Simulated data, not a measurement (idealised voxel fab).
process module | voxel released beams
The figure presents cross-section cut, which has a width of 265 nm and is divided into square cells with an edge length of 5 nm.
Heads up, the way a cross-section reads in here is a grid of square cells, handed over as bands from the top down, with every band being one or more rows of cells. Per band: top height and bottom height in nm, followed by the left-to-right materials and their widths in nm; "all across" marks a single material spanning edge to edge, "blank" marks empty space. Below 0: as-received wafer, all one material; heights counted from there. Lowest band: no bottom, goes on down, written "from 0 down". Per-row width for "30..40": begins at first number (top row of band), ends at second number (bottom row), increment between rows held constant. Where a step carries "remains unaltered", the cross-section came out of it unchanged, cell for cell. What "Closed voids list" gives you is every empty space of 8 cells or more that is cut off from the top. Each appears as width x height at distance, with the distance taken from the left edge and width, height and distance all in nm. The remark found on a step's line after its settings is issued by the simulator itself and pertains to that step. If you see "overlay nm" on a step's line and that step has a mask, it's telling you how far right of where it was planned the mask ended up; a negative number means it went left instead.
[So here's the lineup of process steps we planned]
1,RECEIVE,material Si
2,CONFORMAL_DEP,material SiN,thk nm 5
3,DIRECTIONAL_DEP,material SiO2,thk nm 20
4,DIRECTIONAL_DEP,material aC,thk nm 15
5,PATTERN,tone open,mask id ANCHOR,material resist,width nm 45,thk nm 35,overlay nm -15
6,DIRECTIONAL_ETCH,etch materials aC,depth nm 15
7,STRIP,etch materials resist
8,DIRECTIONAL_ETCH,etch materials SiO2,depth nm 20
9,STRIP,etch materials aC
10,CONFORMAL_DEP,material W,thk nm 15
11,DIRECTIONAL_DEP,material aC,thk nm 10
12,PATTERN,tone cover,mask id BEAM,material resist,width nm 95,thk nm 30,overlay nm 0
13,DIRECTIONAL_ETCH,etch materials aC,depth nm 10
14,STRIP,etch materials resist
15,DIRECTIONAL_ETCH,etch materials W,depth nm 15
16,STRIP,etch materials aC
17,STRIP,etch materials SiO2
Be aware that, although all wafers share a common starting state, the overlay nm at step 5 differs among them, and the plan displays the first wafer's value.
[This is how the first of several wafers looked in cross-section when it arrived, which is after step 1]
* from 0 down = Si all across
* Closed voids list: none
[Wafer cross-section (first of several) - module end, post step 17 (last step)]
* from 40 to 25 = 80 nm blank / 5 nm W / 15 nm blank / 75 nm W / 90 nm blank
* from 25 to 20 = 70 nm blank / 15 nm W / 15 nm blank / 15 nm W / 150 nm blank
* from 20 to 5 = 70 nm blank / 45 nm W / 150 nm blank
* from 5 to 0 = SiN all across
* from 0 down = Si all across
* Closed voids list: none
[So this is the cross-section on the last wafer at the end of the module]
* from 40 to 25 = 80 nm blank / 35 nm W / 15 nm blank / 45 nm W / 90 nm blank
* from 25 to 20 = 100 nm blank / 15 nm W / 15 nm blank / 15 nm W / 120 nm blank
* from 20 to 5 = 100 nm blank / 45 nm W / 120 nm blank
* from 5 to 0 = SiN all across
* from 0 down = Si all across
* Closed voids list: none
[Below, a row for every wafer. Read it as the end-of-module picture: for each material the wafer shows its cells gained (+) or lost (-) since it was received, and then its closed voids]
overlay nm -15 | +53 SiN | +81 W | Closed voids list: none
overlay nm -10 | +53 SiN | +81 W | Closed voids list: none
overlay nm -5 | +53 SiN | +81 W | Closed voids list: none
overlay nm 0 | +53 SiN | +81 W | Closed voids list: none
overlay nm 5 | +53 SiN | +81 W | Closed voids list: none
overlay nm 10 | +53 SiN | +81 W | Closed voids list: none
overlay nm 15 | +53 SiN | +81 W | Closed voids list: none
